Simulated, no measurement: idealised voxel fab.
process module | voxel wiring stack
Square cells of 5 nm make up the cross-section cut, whose width is 290 nm.
Throughout this document, each cross-section is represented as a grid of square cells and is presented as a sequence of bands enumerated from the top downward, where a band comprises one or more rows of cells. What a band's entry tells you: where the top is and where the bottom is, as heights in nm, and after that what lies inside, material by material from left to right, each with its width in nm. Empty space is written as the word "air", and a single material marked with the word "edge to edge" occupies the band from edge to edge. Ref level 0: as-received wafer is one material below here. Bottom band extends down with no lower bound ("from 0 down"). So if you see something like "30->40" for the width, read it as the top row of the band sitting at the first number and the bottom row at the second, with every row in between moving by the same amount as the last. The designation "no change occurred", where it is given for a processing step, indicates that no cell of the cross-section was altered in the course of that step. What "Voids, fully enclosed" gives you is every empty space of 8 cells or more that is cut off from the top. Each appears as width x height at distance, with the distance taken from the left edge and width, height and distance all in nm. Whatever follows a step's settings on its line is a remark the simulator itself makes about that step. overlay nm: step with mask; distance mask lay right of planned place; negative value = left of planned place. Quick note on how to read the rest: it's all pairs. You get the cross-section before a process step and the one after, but the after one only goes down as far as the lowest band that changed. The step in between, with its settings, sits under the pair. Heads up, the pairs can come from different runs of this module on the same starting wafer, so don't assume a pair picks up from the one above unless its "Pre-step section" entry says it does.
## Pre-step section
- from 130 to 120 = SiO2 (110); TiN (5); Cu (15); TiN (5); SiO2 (15); TiN (5); Cu (15); TiN (5); SiO2 (115)
- from 120 to 115 = SiO2 (110); TiN (10); Cu (5); TiN (10); SiO2 (15); TiN (25); SiO2 (115)
- from 115 to 100 = SiO2 (115); TiN (5); Cu (5); TiN (5); SiO2 (160)
- from 100 to 95 = SiCN (115); TiN (15); SiCN (160)
- from 95 to 75 = lowk (110); Ru (25); lowk (15); Ru (25); lowk (115)
- from 75 to 70 = lowk (110); TiN (25); lowk (15); TiN (25); lowk (115)
- from 70 to 50 = SiO2 (110); Ru (15); SiO2 (25); Ru (15); SiO2 (125)
- from 50 to 45 = SiCN (110); Ru (15); SiCN (25); Ru (15); SiCN (125)
- from 45 to 20 = lowk (110); Ru (25); lowk (15); Ru (25); lowk (115)
- from 20 to 15 = lowk (110); TiN (25); lowk (15); TiN (25); lowk (115)
- from 15 to 0 = SiO2 edge to edge
- from 0 down = Si edge to edge
- Voids, fully enclosed: none
## Sectional Result
- from 135 to 130 = SiCN edge to edge
- For the remainder of the cross-section, below 130, there is no change.
- Voids, fully enclosed: none
The two cross-sections above bracket this step: CONFORMAL_DEP (material SiCN; thk nm 5)
Pre-step section: equal to the after panel directly above.
## Sectional Result
- from 160 to 135 = SiO2 edge to edge
- For the remainder of the cross-section, below 135, there is no change.
- Voids, fully enclosed: none
The two cross-sections above bracket this step: DIRECTIONAL_DEP (material SiO2; thk nm 25)
Pre-step section: equal to the after panel directly above.
## Sectional Result
- from 160 to 135 = SiO2 (110); air (15); SiO2 (25); air (15); SiO2 (125)
- For the remainder of the cross-section, below 135, there is no change.
- Voids, fully enclosed: none
The two cross-sections above bracket this step: MASKED_ETCH (tone open; mask id METAL_4_HOLES; width nm 15; pitch nm 40; etch materials SiO2; depth nm 25; overlay nm 0)
Pre-step section: equal to the after panel directly above.
## Sectional Result
- from 180 to 160 = resist (110); air (25); resist (15); air (25); resist (115)
- For the remainder of the cross-section, below 160, there is no change.
- Voids, fully enclosed: none
The two cross-sections above bracket this step: PATTERN (tone open; mask id METAL_4; material resist; width nm 25; pitch nm 40; thk nm 20; overlay nm 0)
Pre-step section: equal to the after panel directly above.
## Sectional Result
- from 180 to 160 = resist (110); air (25); resist (15); air (25); resist (115)
- from 160 to 145 = SiO2 (110); air (25); SiO2 (15); air (25); SiO2 (115)
- For the remainder of the cross-section, below 145, there is no change.
- Voids, fully enclosed: none
The two cross-sections above bracket this step: DIRECTIONAL_ETCH (etch materials SiO2; depth nm 15)
Pre-step section: equal to the after panel directly above.
## Sectional Result
- from 180 to 160 = resist (110); air (25); resist (15); air (25); resist (115)
- from 160 to 145 = SiO2 (110); air (25); SiO2 (15); air (25); SiO2 (115)
- from 145 to 135 = SiO2 (110); air (15); SiO2 (25); air (15); SiO2 (125)
- from 135 to 130 = SiCN (110); air (15); SiCN (25); air (15); SiCN (125)
- For the remainder of the cross-section, below 130, there is no change.
- Voids, fully enclosed: none
The two cross-sections above bracket this step: DIRECTIONAL_ETCH (etch materials SiCN; depth nm 5)
Pre-step section: equal to the after panel directly above.
## Sectional Result
- from 160 to 145 = SiO2 (110); air (25); SiO2 (15); air (25); SiO2 (115)
- For the remainder of the cross-section, below 145, there is no change.
- Voids, fully enclosed: none
The two cross-sections above bracket this step: STRIP (etch materials resist)
Pre-step section: equal to the after panel directly above.
## Sectional Result
- from 165 to 160 = TiN (115); air (15); TiN (25); air (15); TiN (120)
- from 160 to 150 = SiO2 (110); TiN (5); air (15); TiN (5); SiO2 (15); TiN (5); air (15); TiN (5); SiO2 (115)
- from 150 to 145 = SiO2 (110); TiN (5); air (5); TiN (15); SiO2 (15); TiN (5); air (5); TiN (15); SiO2 (115)
- from 145 to 135 = SiO2 (110); TiN (5); air (5); TiN (5); SiO2 (25); TiN (5); air (5); TiN (5); SiO2 (125)
- from 135 to 130 = SiCN (110); TiN (15); SiCN (25); TiN (15); SiCN (125)
- For the remainder of the cross-section, below 130, there is no change.
- Voids, fully enclosed: none
The two cross-sections above bracket this step: CONFORMAL_DEP (material TiN; thk nm 5)
Pre-step section: equal to the after panel directly above.
## Sectional Result
- from 170 to 165 = Cu edge to edge
- from 165 to 160 = TiN (115); Cu (15); TiN (25); Cu (15); TiN (120)
- from 160 to 150 = SiO2 (110); TiN (5); Cu (15); TiN (5); SiO2 (15); TiN (5); Cu (15); TiN (5); SiO2 (115)
- from 150 to 145 = SiO2 (110); TiN (5); Cu (5); TiN (15); SiO2 (15); TiN (5); Cu (5); TiN (15); SiO2 (115)
- from 145 to 135 = SiO2 (110); TiN (5); Cu (5); TiN (5); SiO2 (25); TiN (5); Cu (5); TiN (5); SiO2 (125)
- For the remainder of the cross-section, below 135, there is no change.
- Voids, fully enclosed: none
The two cross-sections above bracket this step: FILL_DEP (material Cu; thk nm 5)
Pre-step section: equal to the after panel directly above.
## Sectional Result
- from 160 to 150 = SiO2 (110); TiN (5); Cu (15); TiN (5); SiO2 (15); TiN (5); Cu (15); TiN (5); SiO2 (115)
- For the remainder of the cross-section, below 150, there is no change.
- Voids, fully enclosed: none
The two cross-sections above bracket this step: CMP (height nm 160)
Pre-step section: equal to the after panel directly above.
## Sectional Result
- from 165 to 160 = SiCN edge to edge
- For the remainder of the cross-section, below 160, there is no change.
- Voids, fully enclosed: none
The two cross-sections above bracket this step: CONFORMAL_DEP (material SiCN; thk nm 5)
## Pre-step section
- from 95 to 75 = air (110); Ru (25); air (15); Ru (25); air (115)
- from 75 to 70 = air (110); TiN (25); air (15); TiN (25); air (115)
- from 70 to 50 = SiO2 (110); Ru (15); SiO2 (25); Ru (15); SiO2 (125)
- from 50 to 45 = SiCN (110); Ru (15); SiCN (25); Ru (15); SiCN (125)
- from 45 to 20 = lowk (110); Ru (25); lowk (15); Ru (25); lowk (115)
- from 20 to 15 = lowk (110); TiN (25); lowk (15); TiN (25); lowk (115)
- from 15 to 0 = SiO2 edge to edge
- from 0 down = Si edge to edge
- Voids, fully enclosed: none
## Sectional Result
- from 105 to 95 = aC edge to edge
- from 95 to 75 = aC (110); Ru (25); aC (15); Ru (25); aC (115)
- from 75 to 70 = aC (110); TiN (25); aC (15); TiN (25); aC (115)
- For the remainder of the cross-section, below 70, there is no change.
- Voids, fully enclosed: none
The two cross-sections above bracket this step: FILL_DEP (material aC; thk nm 10)
Pre-step section: equal to the after panel directly above.
## Sectional Result
- from 95 to 75 = aC (110); Ru (25); aC (15); Ru (25); aC (115)
- For the remainder of the cross-section, below 75, there is no change.
- Voids, fully enclosed: none
The two cross-sections above bracket this step: CMP (height nm 95)
Pre-step section: equal to the after panel directly above.
## Sectional Result
- from 100 to 95 = SiCN edge to edge
- For the remainder of the cross-section, below 95, there is no change.
- Voids, fully enclosed: none
The two cross-sections above bracket this step: CONFORMAL_DEP (material SiCN; thk nm 5)
Pre-step section: equal to the after panel directly above.
## Sectional Result
- from 130 to 100 = SiO2 edge to edge
- For the remainder of the cross-section, below 100, there is no change.
- Voids, fully enclosed: none
The two cross-sections above bracket this step: DIRECTIONAL_DEP (material SiO2; thk nm 30)
Pre-step section: equal to the after panel directly above.
## Sectional Result
- from 140 to 130 = aC edge to edge
- For the remainder of the cross-section, below 130, there is no change.
- Voids, fully enclosed: none
The two cross-sections above bracket this step: DIRECTIONAL_DEP (material aC; thk nm 10)
Pre-step section: equal to the after panel directly above.
## Sectional Result
- from 165 to 140 = resist (110); air (25); resist (15); air (25); resist (115)
- For the remainder of the cross-section, below 140, there is no change.
- Voids, fully enclosed: none
The two cross-sections above bracket this step: PATTERN (tone open; mask id METAL_3; material resist; width nm 25; pitch nm 40; thk nm 25; overlay nm 0)
Pre-step section: equal to the after panel directly above.
## Sectional Result
- from 155 to 140 = resist (110); air (25); resist (15); air (25); resist (115)
- from 140 to 130 = aC (110); air (25); aC (15); air (25); aC (115)
- For the remainder of the cross-section, below 130, there is no change.
- Voids, fully enclosed: none
The two cross-sections above bracket this step: DIRECTIONAL_ETCH (etch materials aC; depth nm 10)
Pre-step section: equal to the after panel directly above.
## Sectional Result
- from 140 to 130 = aC (110); air (25); aC (15); air (25); aC (115)
- For the remainder of the cross-section, below 130, there is no change.
- Voids, fully enclosed: none
The two cross-sections above bracket this step: STRIP (etch materials resist)
Pre-step section: equal to the after panel directly above.
## Sectional Result
- from 140 to 130 = aC (110); air (25); aC (15); air (25); aC (115)
- from 130 to 115 = SiO2 (110); air (25); SiO2 (15); air (25); SiO2 (115)
- For the remainder of the cross-section, below 115, there is no change.
- Voids, fully enclosed: none
The two cross-sections above bracket this step: DIRECTIONAL_ETCH (etch materials SiO2; depth nm 15)
Pre-step section: equal to the after panel directly above.
## Sectional Result
- from 130 to 115 = SiO2 (110); air (25); SiO2 (15); air (25); SiO2 (115)
- For the remainder of the cross-section, below 115, there is no change.
- Voids, fully enclosed: none
The two cross-sections above bracket this step: STRIP (etch materials aC)
Pre-step section: equal to the after panel directly above.
## Sectional Result
- from 145 to 130 = resist (110); air (15); resist (165)
- from 130 to 115 = SiO2 (110); air (15); resist (10); SiO2 (15); resist (25); SiO2 (115)
- For the remainder of the cross-section, below 115, there is no change.
- Voids, fully enclosed: none
The two cross-sections above bracket this step: PATTERN (tone open; mask id METAL_3_HOLES; material resist; width nm 15; thk nm 15; overlay nm 0)
Pre-step section: equal to the after panel directly above.
## Sectional Result
- from 145 to 130 = resist (110); air (15); resist (165)
- from 130 to 115 = SiO2 (110); air (15); resist (10); SiO2 (15); resist (25); SiO2 (115)
- from 115 to 100 = SiO2 (110); air (15); SiO2 (165)
- For the remainder of the cross-section, below 100, there is no change.
- Voids, fully enclosed: none
The two cross-sections above bracket this step: DIRECTIONAL_ETCH (etch materials SiO2; depth nm 15)
Pre-step section: equal to the after panel directly above.
## Sectional Result
- from 145 to 130 = resist (110); air (15); resist (165)
- from 130 to 115 = SiO2 (110); air (15); resist (10); SiO2 (15); resist (25); SiO2 (115)
- from 115 to 100 = SiO2 (110); air (15); SiO2 (165)
- from 100 to 95 = SiCN (110); air (15); SiCN (165)
- For the remainder of the cross-section, below 95, there is no change.
- Voids, fully enclosed: none
The two cross-sections above bracket this step: DIRECTIONAL_ETCH (etch materials SiCN; depth nm 5)
Pre-step section: equal to the after panel directly above.
## Sectional Result
- from 130 to 115 = SiO2 (110); air (25); SiO2 (15); air (25); SiO2 (115)
- For the remainder of the cross-section, below 115, there is no change.
- Voids, fully enclosed: none
The two cross-sections above bracket this step: STRIP (etch materials resist)
Pre-step section: equal to the after panel directly above.
## Sectional Result
- from 135 to 130 = TiN (115); air (15); TiN (25); air (15); TiN (120)
- from 130 to 120 = SiO2 (110); TiN (5); air (15); TiN (5); SiO2 (15); TiN (5); air (15); TiN (5); SiO2 (115)
- from 120 to 115 = SiO2 (110); TiN (5); air (5); TiN (15); SiO2 (15); TiN (25); SiO2 (115)
- from 115 to 100 = SiO2 (110); TiN (5); air (5); TiN (5); SiO2 (165)
- from 100 to 95 = SiCN (110); TiN (15); SiCN (165)
- For the remainder of the cross-section, below 95, there is no change.
- Voids, fully enclosed: none
The two cross-sections above bracket this step: CONFORMAL_DEP (material TiN; thk nm 5)
Pre-step section: equal to the after panel directly above.
## Sectional Result
- from 140 to 135 = Cu edge to edge
- from 135 to 130 = TiN (115); Cu (15); TiN (25); Cu (15); TiN (120)
- from 130 to 120 = SiO2 (110); TiN (5); Cu (15); TiN (5); SiO2 (15); TiN (5); Cu (15); TiN (5); SiO2 (115)
- from 120 to 115 = SiO2 (110); TiN (5); Cu (5); TiN (15); SiO2 (15); TiN (25); SiO2 (115)
- from 115 to 100 = SiO2 (110); TiN (5); Cu (5); TiN (5); SiO2 (165)
- For the remainder of the cross-section, below 100, there is no change.
- Voids, fully enclosed: none
The two cross-sections above bracket this step: FILL_DEP (material Cu; thk nm 5)
Pre-step section: equal to the after panel directly above.
## Sectional Result
- from 130 to 120 = SiO2 (110); TiN (5); Cu (15); TiN (5); SiO2 (15); TiN (5); Cu (15); TiN (5); SiO2 (115)
- For the remainder of the cross-section, below 120, there is no change.
- Voids, fully enclosed: none
The two cross-sections above bracket this step: CMP (height nm 130)
Pre-step section: equal to the after panel directly above.
## Sectional Result
- from 135 to 130 = SiCN edge to edge
- For the remainder of the cross-section, below 130, there is no change.
- Voids, fully enclosed: none
The two cross-sections above bracket this step: CONFORMAL_DEP (material SiCN; thk nm 5)
Pre-step section: equal to the after panel directly above.
## Sectional Result
- from 160 to 135 = SiO2 edge to edge
- For the remainder of the cross-section, below 135, there is no change.
- Voids, fully enclosed: none
The two cross-sections above bracket this step: DIRECTIONAL_DEP (material SiO2; thk nm 25)
Pre-step section: equal to the after panel directly above.
## Sectional Result
- from 160 to 135 = SiO2 (110); air (15); SiO2 (25); air (15); SiO2 (125)
- For the remainder of the cross-section, below 135, there is no change.
- Voids, fully enclosed: none
The two cross-sections above bracket this step: MASKED_ETCH (tone open; mask id METAL_4_HOLES; width nm 15; pitch nm 40; etch materials SiO2; depth nm 25; overlay nm 0)
Pre-step section: equal to the after panel directly above.
## Sectional Result
- from 180 to 160 = resist (110); air (25); resist (15); air (25); resist (115)
- For the remainder of the cross-section, below 160, there is no change.
- Voids, fully enclosed: none
The two cross-sections above bracket this step: PATTERN (tone open; mask id METAL_4; material resist; width nm 25; pitch nm 40; thk nm 20; overlay nm 0)
Pre-step section: equal to the after panel directly above.
## Sectional Result
- from 180 to 160 = resist (110); air (25); resist (15); air (25); resist (115)
- from 160 to 145 = SiO2 (110); air (25); SiO2 (15); air (25); SiO2 (115)
- For the remainder of the cross-section, below 145, there is no change.
- Voids, fully enclosed: none
The two cross-sections above bracket this step: DIRECTIONAL_ETCH (etch materials SiO2; depth nm 15)
Pre-step section: equal to the after panel directly above.
## Sectional Result
- from 180 to 160 = resist (110); air (25); resist (15); air (25); resist (115)
- from 160 to 145 = SiO2 (110); air (25); SiO2 (15); air (25); SiO2 (115)
- from 145 to 135 = SiO2 (110); air (15); SiO2 (25); air (15); SiO2 (125)
- from 135 to 130 = SiCN (110); air (15); SiCN (25); air (15); SiCN (125)
- For the remainder of the cross-section, below 130, there is no change.
- Voids, fully enclosed: none
The two cross-sections above bracket this step: DIRECTIONAL_ETCH (etch materials SiCN; depth nm 5)
Pre-step section: equal to the after panel directly above.
## Sectional Result
- from 160 to 145 = SiO2 (110); air (25); SiO2 (15); air (25); SiO2 (115)
- For the remainder of the cross-section, below 145, there is no change.
- Voids, fully enclosed: none
The two cross-sections above bracket this step: STRIP (etch materials resist)
Pre-step section: equal to the after panel directly above.
## Sectional Result
- from 165 to 160 = TiN (115); air (15); TiN (25); air (15); TiN (120)
- from 160 to 150 = SiO2 (110); TiN (5); air (15); TiN (5); SiO2 (15); TiN (5); air (15); TiN (5); SiO2 (115)
- from 150 to 145 = SiO2 (110); TiN (5); air (5); TiN (15); SiO2 (15); TiN (5); air (5); TiN (15); SiO2 (115)
- from 145 to 135 = SiO2 (110); TiN (5); air (5); TiN (5); SiO2 (25); TiN (5); air (5); TiN (5); SiO2 (125)
- from 135 to 130 = SiCN (110); TiN (15); SiCN (25); TiN (15); SiCN (125)
- For the remainder of the cross-section, below 130, there is no change.
- Voids, fully enclosed: none
The two cross-sections above bracket this step: CONFORMAL_DEP (material TiN; thk nm 5)
Pre-step section: equal to the after panel directly above.
## Sectional Result
- from 170 to 165 = Cu edge to edge
- from 165 to 160 = TiN (115); Cu (15); TiN (25); Cu (15); TiN (120)
- from 160 to 150 = SiO2 (110); TiN (5); Cu (15); TiN (5); SiO2 (15); TiN (5); Cu (15); TiN (5); SiO2 (115)
- from 150 to 145 = SiO2 (110); TiN (5); Cu (5); TiN (15); SiO2 (15); TiN (5); Cu (5); TiN (15); SiO2 (115)
- from 145 to 135 = SiO2 (110); TiN (5); Cu (5); TiN (5); SiO2 (25); TiN (5); Cu (5); TiN (5); SiO2 (125)
- For the remainder of the cross-section, below 135, there is no change.
- Voids, fully enclosed: none
The two cross-sections above bracket this step: FILL_DEP (material Cu; thk nm 5)
Pre-step section: equal to the after panel directly above.
## Sectional Result
- from 160 to 150 = SiO2 (110); TiN (5); Cu (15); TiN (5); SiO2 (15); TiN (5); Cu (15); TiN (5); SiO2 (115)
- For the remainder of the cross-section, below 150, there is no change.
- Voids, fully enclosed: none
The two cross-sections above bracket this step: CMP (height nm 160)
Pre-step section: equal to the after panel directly above.
## Sectional Result
- from 165 to 160 = SiCN edge to edge
- For the remainder of the cross-section, below 160, there is no change.
- Voids, fully enclosed: none
The two cross-sections above bracket this step: CONFORMAL_DEP (material SiCN; thk nm 5)
## Pre-step section
- from 110 to 95 = aC edge to edge
- from 95 to 75 = Ru edge to edge
- from 75 to 70 = TiN edge to edge
- from 70 to 50 = SiO2 (110); Ru (15); SiO2 (25); Ru (15); SiO2 (125)
- from 50 to 45 = SiCN (110); Ru (15); SiCN (25); Ru (15); SiCN (125)
- from 45 to 20 = lowk (110); Ru (25); lowk (15); Ru (25); lowk (115)
- from 20 to 15 = lowk (110); TiN (25); lowk (15); TiN (25); lowk (115)
- from 15 to 0 = SiO2 edge to edge
- from 0 down = Si edge to edge
- Voids, fully enclosed: none
## Sectional Result
- from 140 to 110 = resist (110); air (25); resist (15); air (25); resist (115)
- For the remainder of the cross-section, below 110, there is no change.
- Voids, fully enclosed: none
The two cross-sections above bracket this step: PATTERN (tone open; mask id METAL_2; material resist; width nm 25; pitch nm 40; thk nm 30; overlay nm 0)
Pre-step section: equal to the after panel directly above.
## Sectional Result
- from 125 to 110 = resist (110); air (25); resist (15); air (25); resist (115)
- from 110 to 95 = aC (110); air (25); aC (15); air (25); aC (115)
- For the remainder of the cross-section, below 95, there is no change.
- Voids, fully enclosed: none
The two cross-sections above bracket this step: DIRECTIONAL_ETCH (etch materials aC; depth nm 15)
Pre-step section: equal to the after panel directly above.
## Sectional Result
- from 110 to 95 = aC (110); air (25); aC (15); air (25); aC (115)
- For the remainder of the cross-section, below 95, there is no change.
- Voids, fully enclosed: none
The two cross-sections above bracket this step: STRIP (etch materials resist)
Pre-step section: equal to the after panel directly above.
## Sectional Result
- from 110 to 95 = aC (110); air (25); aC (15); air (25); aC (115)
- from 95 to 75 = Ru (110); air (25); Ru (15); air (25); Ru (115)
- For the remainder of the cross-section, below 75, there is no change.
- Voids, fully enclosed: none
The two cross-sections above bracket this step: DIRECTIONAL_ETCH (etch materials Ru; depth nm 20)
Pre-step section: equal to the after panel directly above.
## Sectional Result
- from 110 to 95 = aC (110); air (25); aC (15); air (25); aC (115)
- from 95 to 75 = Ru (110); air (25); Ru (15); air (25); Ru (115)
- from 75 to 70 = TiN (110); air (25); TiN (15); air (25); TiN (115)
- For the remainder of the cross-section, below 70, there is no change.
- Voids, fully enclosed: none
The two cross-sections above bracket this step: DIRECTIONAL_ETCH (etch materials TiN; depth nm 5)
Pre-step section: equal to the after panel directly above.
## Sectional Result
- from 95 to 75 = Ru (110); air (25); Ru (15); air (25); Ru (115)
- For the remainder of the cross-section, below 75, there is no change.
- Voids, fully enclosed: none
The two cross-sections above bracket this step: STRIP (etch materials aC)
Pre-step section: equal to the after panel directly above.
## Sectional Result
- from 105 to 95 = lowk edge to edge
- from 95 to 75 = Ru (110); lowk (25); Ru (15); lowk (25); Ru (115)
- from 75 to 70 = TiN (110); lowk (25); TiN (15); lowk (25); TiN (115)
- For the remainder of the cross-section, below 70, there is no change.
- Voids, fully enclosed: none
The two cross-sections above bracket this step: FILL_DEP (material lowk; thk nm 10)
Pre-step section: equal to the after panel directly above.
## Sectional Result
- from 95 to 75 = Ru (110); lowk (25); Ru (15); lowk (25); Ru (115)
- For the remainder of the cross-section, below 75, there is no change.
- Voids, fully enclosed: none
The two cross-sections above bracket this step: CMP (height nm 95)
Pre-step section: equal to the after panel directly above.
## Sectional Result
- from 100 to 95 = SiCN edge to edge
- For the remainder of the cross-section, below 95, there is no change.
- Voids, fully enclosed: none
The two cross-sections above bracket this step: CONFORMAL_DEP (material SiCN; thk nm 5)
Pre-step section: equal to the after panel directly above.
## Sectional Result
- from 130 to 100 = SiO2 edge to edge
- For the remainder of the cross-section, below 100, there is no change.
- Voids, fully enclosed: none
The two cross-sections above bracket this step: DIRECTIONAL_DEP (material SiO2; thk nm 30)
Pre-step section: equal to the after panel directly above.
## Sectional Result
- from 140 to 130 = aC edge to edge
- For the remainder of the cross-section, below 130, there is no change.
- Voids, fully enclosed: none
The two cross-sections above bracket this step: DIRECTIONAL_DEP (material aC; thk nm 10)
Pre-step section: equal to the after panel directly above.
## Sectional Result
- from 165 to 140 = resist (110); air (25); resist (15); air (25); resist (115)
- For the remainder of the cross-section, below 140, there is no change.
- Voids, fully enclosed: none
The two cross-sections above bracket this step: PATTERN (tone open; mask id METAL_3; material resist; width nm 25; pitch nm 40; thk nm 25; overlay nm 0)
Pre-step section: equal to the after panel directly above.
## Sectional Result
- from 155 to 140 = resist (110); air (25); resist (15); air (25); resist (115)
- from 140 to 130 = aC (110); air (25); aC (15); air (25); aC (115)
- For the remainder of the cross-section, below 130, there is no change.
- Voids, fully enclosed: none
The two cross-sections above bracket this step: DIRECTIONAL_ETCH (etch materials aC; depth nm 10)
Pre-step section: equal to the after panel directly above.
## Sectional Result
- from 140 to 130 = aC (110); air (25); aC (15); air (25); aC (115)
- For the remainder of the cross-section, below 130, there is no change.
- Voids, fully enclosed: none
The two cross-sections above bracket this step: STRIP (etch materials resist)
Pre-step section: equal to the after panel directly above.
## Sectional Result
- from 140 to 130 = aC (110); air (25); aC (15); air (25); aC (115)
- from 130 to 115 = SiO2 (110); air (25); SiO2 (15); air (25); SiO2 (115)
- For the remainder of the cross-section, below 115, there is no change.
- Voids, fully enclosed: none
The two cross-sections above bracket this step: DIRECTIONAL_ETCH (etch materials SiO2; depth nm 15)
Pre-step section: equal to the after panel directly above.
## Sectional Result
- from 130 to 115 = SiO2 (110); air (25); SiO2 (15); air (25); SiO2 (115)
- For the remainder of the cross-section, below 115, there is no change.
- Voids, fully enclosed: none
The two cross-sections above bracket this step: STRIP (etch materials aC)
Pre-step section: equal to the after panel directly above.
## Sectional Result
- from 145 to 130 = resist (110); air (15); resist (165)
- from 130 to 115 = SiO2 (110); air (15); resist (10); SiO2 (15); resist (25); SiO2 (115)
- For the remainder of the cross-section, below 115, there is no change.
- Voids, fully enclosed: none
The two cross-sections above bracket this step: PATTERN (tone open; mask id METAL_3_HOLES; material resist; width nm 15; thk nm 15; overlay nm 0)
Pre-step section: equal to the after panel directly above.
## Sectional Result
- from 145 to 130 = resist (110); air (15); resist (165)
- from 130 to 115 = SiO2 (110); air (15); resist (10); SiO2 (15); resist (25); SiO2 (115)
- from 115 to 100 = SiO2 (110); air (15); SiO2 (165)
- For the remainder of the cross-section, below 100, there is no change.
- Voids, fully enclosed: none
The two cross-sections above bracket this step: DIRECTIONAL_ETCH (etch materials SiO2; depth nm 15)
Pre-step section: equal to the after panel directly above.
## Sectional Result
- from 145 to 130 = resist (110); air (15); resist (165)
- from 130 to 115 = SiO2 (110); air (15); resist (10); SiO2 (15); resist (25); SiO2 (115)
- from 115 to 100 = SiO2 (110); air (15); SiO2 (165)
- from 100 to 95 = SiCN (110); air (15); SiCN (165)
- For the remainder of the cross-section, below 95, there is no change.
- Voids, fully enclosed: none
The two cross-sections above bracket this step: DIRECTIONAL_ETCH (etch materials SiCN; depth nm 5)
Pre-step section: equal to the after panel directly above.
## Sectional Result
- from 130 to 115 = SiO2 (110); air (25); SiO2 (15); air (25); SiO2 (115)
- For the remainder of the cross-section, below 115, there is no change.
- Voids, fully enclosed: none
The two cross-sections above bracket this step: STRIP (etch materials resist)
Pre-step section: equal to the after panel directly above.
## Sectional Result
- from 135 to 130 = TiN (115); air (15); TiN (25); air (15); TiN (120)
- from 130 to 120 = SiO2 (110); TiN (5); air (15); TiN (5); SiO2 (15); TiN (5); air (15); TiN (5); SiO2 (115)
- from 120 to 115 = SiO2 (110); TiN (5); air (5); TiN (15); SiO2 (15); TiN (25); SiO2 (115)
- from 115 to 100 = SiO2 (110); TiN (5); air (5); TiN (5); SiO2 (165)
- from 100 to 95 = SiCN (110); TiN (15); SiCN (165)
- For the remainder of the cross-section, below 95, there is no change.
- Voids, fully enclosed: none
The two cross-sections above bracket this step: CONFORMAL_DEP (material TiN; thk nm 5)
Pre-step section: equal to the after panel directly above.
## Sectional Result
- from 140 to 135 = Cu edge to edge
- from 135 to 130 = TiN (115); Cu (15); TiN (25); Cu (15); TiN (120)
- from 130 to 120 = SiO2 (110); TiN (5); Cu (15); TiN (5); SiO2 (15); TiN (5); Cu (15); TiN (5); SiO2 (115)
- from 120 to 115 = SiO2 (110); TiN (5); Cu (5); TiN (15); SiO2 (15); TiN (25); SiO2 (115)
- from 115 to 100 = SiO2 (110); TiN (5); Cu (5); TiN (5); SiO2 (165)
- For the remainder of the cross-section, below 100, there is no change.
- Voids, fully enclosed: none
The two cross-sections above bracket this step: FILL_DEP (material Cu; thk nm 5)
Pre-step section: equal to the after panel directly above.
## Sectional Result
- from 130 to 120 = SiO2 (110); TiN (5); Cu (15); TiN (5); SiO2 (15); TiN (5); Cu (15); TiN (5); SiO2 (115)
- For the remainder of the cross-section, below 120, there is no change.
- Voids, fully enclosed: none
The two cross-sections above bracket this step: CMP (height nm 130)
Pre-step section: equal to the after panel directly above.
## Sectional Result
- from 135 to 130 = SiCN edge to edge
- For the remainder of the cross-section, below 130, there is no change.
- Voids, fully enclosed: none
The two cross-sections above bracket this step: CONFORMAL_DEP (material SiCN; thk nm 5)
Pre-step section: equal to the after panel directly above.
## Sectional Result
- from 160 to 135 = SiO2 edge to edge
- For the remainder of the cross-section, below 135, there is no change.
- Voids, fully enclosed: none
The two cross-sections above bracket this step: DIRECTIONAL_DEP (material SiO2; thk nm 25)
Pre-step section: equal to the after panel directly above.
## Sectional Result
- from 160 to 135 = SiO2 (110); air (15); SiO2 (25); air (15); SiO2 (125)
- For the remainder of the cross-section, below 135, there is no change.
- Voids, fully enclosed: none
The two cross-sections above bracket this step: MASKED_ETCH (tone open; mask id METAL_4_HOLES; width nm 15; pitch nm 40; etch materials SiO2; depth nm 25; overlay nm 0)
Pre-step section: equal to the after panel directly above.
## Sectional Result
- from 180 to 160 = resist (110); air (25); resist (15); air (25); resist (115)
- For the remainder of the cross-section, below 160, there is no change.
- Voids, fully enclosed: none
The two cross-sections above bracket this step: PATTERN (tone open; mask id METAL_4; material resist; width nm 25; pitch nm 40; thk nm 20; overlay nm 0)
Pre-step section: equal to the after panel directly above.
## Sectional Result
- from 180 to 160 = resist (110); air (25); resist (15); air (25); resist (115)
- from 160 to 145 = SiO2 (110); air (25); SiO2 (15); air (25); SiO2 (115)
- For the remainder of the cross-section, below 145, there is no change.
- Voids, fully enclosed: none
The two cross-sections above bracket this step: DIRECTIONAL_ETCH (etch materials SiO2; depth nm 15)
Pre-step section: equal to the after panel directly above.
## Sectional Result
- from 180 to 160 = resist (110); air (25); resist (15); air (25); resist (115)
- from 160 to 145 = SiO2 (110); air (25); SiO2 (15); air (25); SiO2 (115)
- from 145 to 135 = SiO2 (110); air (15); SiO2 (25); air (15); SiO2 (125)
- from 135 to 130 = SiCN (110); air (15); SiCN (25); air (15); SiCN (125)
- For the remainder of the cross-section, below 130, there is no change.
- Voids, fully enclosed: none
The two cross-sections above bracket this step: DIRECTIONAL_ETCH (etch materials SiCN; depth nm 5)
Pre-step section: equal to the after panel directly above.
## Sectional Result
- from 160 to 145 = SiO2 (110); air (25); SiO2 (15); air (25); SiO2 (115)
- For the remainder of the cross-section, below 145, there is no change.
- Voids, fully enclosed: none
The two cross-sections above bracket this step: STRIP (etch materials resist)
Pre-step section: equal to the after panel directly above.
## Sectional Result
- from 165 to 160 = TiN (115); air (15); TiN (25); air (15); TiN (120)
- from 160 to 150 = SiO2 (110); TiN (5); air (15); TiN (5); SiO2 (15); TiN (5); air (15); TiN (5); SiO2 (115)
- from 150 to 145 = SiO2 (110); TiN (5); air (5); TiN (15); SiO2 (15); TiN (5); air (5); TiN (15); SiO2 (115)
- from 145 to 135 = SiO2 (110); TiN (5); air (5); TiN (5); SiO2 (25); TiN (5); air (5); TiN (5); SiO2 (125)
- from 135 to 130 = SiCN (110); TiN (15); SiCN (25); TiN (15); SiCN (125)
- For the remainder of the cross-section, below 130, there is no change.
- Voids, fully enclosed: none
The two cross-sections above bracket this step: CONFORMAL_DEP (material TiN; thk nm 5)
Pre-step section: equal to the after panel directly above.
## Sectional Result
- from 170 to 165 = Cu edge to edge
- from 165 to 160 = TiN (115); Cu (15); TiN (25); Cu (15); TiN (120)
- from 160 to 150 = SiO2 (110); TiN (5); Cu (15); TiN (5); SiO2 (15); TiN (5); Cu (15); TiN (5); SiO2 (115)
- from 150 to 145 = SiO2 (110); TiN (5); Cu (5); TiN (15); SiO2 (15); TiN (5); Cu (5); TiN (15); SiO2 (115)
- from 145 to 135 = SiO2 (110); TiN (5); Cu (5); TiN (5); SiO2 (25); TiN (5); Cu (5); TiN (5); SiO2 (125)
- For the remainder of the cross-section, below 135, there is no change.
- Voids, fully enclosed: none
The two cross-sections above bracket this step: FILL_DEP (material Cu; thk nm 5)
